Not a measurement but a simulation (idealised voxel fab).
The following is a process module called voxel ribs on slabs.
For reference, the cross-section in this document is cut, with width 160 nm and square cells of 5 nm.
Cross-section, as written here: a square-cell grid given band by band from the top down, where a band holds one or more rows of cells. Within each band entry, the heights of the top and of the bottom of the band appear first, in that order and in nm; the materials of the band then follow from left to right, each with its corresponding width in nm. The designation "edge to edge" on a single material indicates that it fills the band from edge to edge; the designation "blank" indicates empty space. Ref level 0: as-received wafer is one material below here. Bottom band extends down with no lower bound ("0..down"). The two numbers in a width such as "30 to 40" mark its ends across the band: the first belongs to the top row of cells, the second to the bottom row, and from each row to the next the width moves by the same amount. The cross-section has no changed cell in any step marked "remains unaltered". Reported under the label "Closed void list" are the empty spaces having no open way to the top and comprising 8 cells or more; the notation for each is width x height at distance, in which the distance is measured from the left edge and all three values are in nm. Read whatever lies past the settings on a step's line as the simulator's own remark about the step. Among the settings permitted on a step's line is "overlay nm"; applied to a step with a mask, it specifies the extent to which the mask lay to the right of its planned position, whereas a negative figure signifies a position to the left.
### Below is the list of planned process steps
step 1: RECEIVE (material Si)
step 2: DIRECTIONAL_DEP (material SiO2; thk nm 20)
step 3: DIRECTIONAL_DEP (material polySi; thk nm 25)
step 4: DIRECTIONAL_DEP (material aC; thk nm 10)
step 5: PATTERN (tone cover; mask id RIB; material resist; width nm 30; thk nm 25; overlay nm 0)
step 6: DIRECTIONAL_ETCH (etch materials aC; depth nm 10)
step 7: STRIP (etch materials resist)
step 8: DIRECTIONAL_ETCH (etch materials polySi; depth nm 5)
step 9: STRIP (etch materials aC)
step 10: DIRECTIONAL_DEP (material aC; thk nm 15)
step 11: PATTERN (tone cover; mask id SLAB; material resist; width nm 80; thk nm 35; overlay nm -15)
step 12: DIRECTIONAL_ETCH (etch materials aC; depth nm 15)
step 13: STRIP (etch materials resist)
step 14: DIRECTIONAL_ETCH (etch materials polySi; depth nm 20)
step 15: STRIP (etch materials aC)
step 16: FILL_DEP (material SiO2; thk nm 20)
step 17: CMP (height nm 60)
step 18: DIRECTIONAL_DEP (material W; thk nm 10)
step 19: DIRECTIONAL_DEP (material aC; thk nm 15)
step 20: PATTERN (tone cover; mask id HEATER; material resist; width nm 40; thk nm 30; overlay nm 0)
step 21: DIRECTIONAL_ETCH (etch materials aC; depth nm 15)
step 22: STRIP (etch materials resist)
step 23: DIRECTIONAL_ETCH (etch materials W; depth nm 10)
step 24: STRIP (etch materials aC)
step 25: CONFORMAL_DEP (material SiO2; thk nm 10)
The wafers are alike at the start. At step 11, their overlay nm differs. The plan lists the first wafer's value.
### First wafer of several, as received: cross-section after step 1
    0..down = Si edge to edge
    Closed void list: none
### End of the module, past its last step, step 25: how the first of several wafers looks in cross-section
    80..70 = blank 50, then SiO2 60, then blank 50
    70..60 = SiO2 60, then W 40, then SiO2 60
    60..45 = SiO2 edge to edge
    45..40 = SiO2 65, then polySi 30, then SiO2 65
    40..20 = SiO2 25, then polySi 80, then SiO2 55
    20..0 = SiO2 edge to edge
    0..down = Si edge to edge
    Closed void list: none
### Cross-sectional depiction of the last of several wafers upon completion of the module
    80..70 = blank 50, then SiO2 60, then blank 50
    70..60 = SiO2 60, then W 40, then SiO2 60
    60..45 = SiO2 edge to edge
    45..40 = SiO2 65, then polySi 30, then SiO2 65
    40..20 = SiO2 55, then polySi 80, then SiO2 25
    20..0 = SiO2 edge to edge
    0..down = Si edge to edge
    Closed void list: none
### Rows = wafers. At module end, each row lists per material the cells gained (+) or lost (-) since the wafer was received, then the closed voids
overlay nm -15; +386 SiO2; +16 W; +70 polySi; Closed void list: none
overlay nm -10; +386 SiO2; +16 W; +70 polySi; Closed void list: none
overlay nm -5; +386 SiO2; +16 W; +70 polySi; Closed void list: none
overlay nm 0; +386 SiO2; +16 W; +70 polySi; Closed void list: none
overlay nm 5; +386 SiO2; +16 W; +70 polySi; Closed void list: none
overlay nm 10; +386 SiO2; +16 W; +70 polySi; Closed void list: none
overlay nm 15; +386 SiO2; +16 W; +70 polySi; Closed void list: none
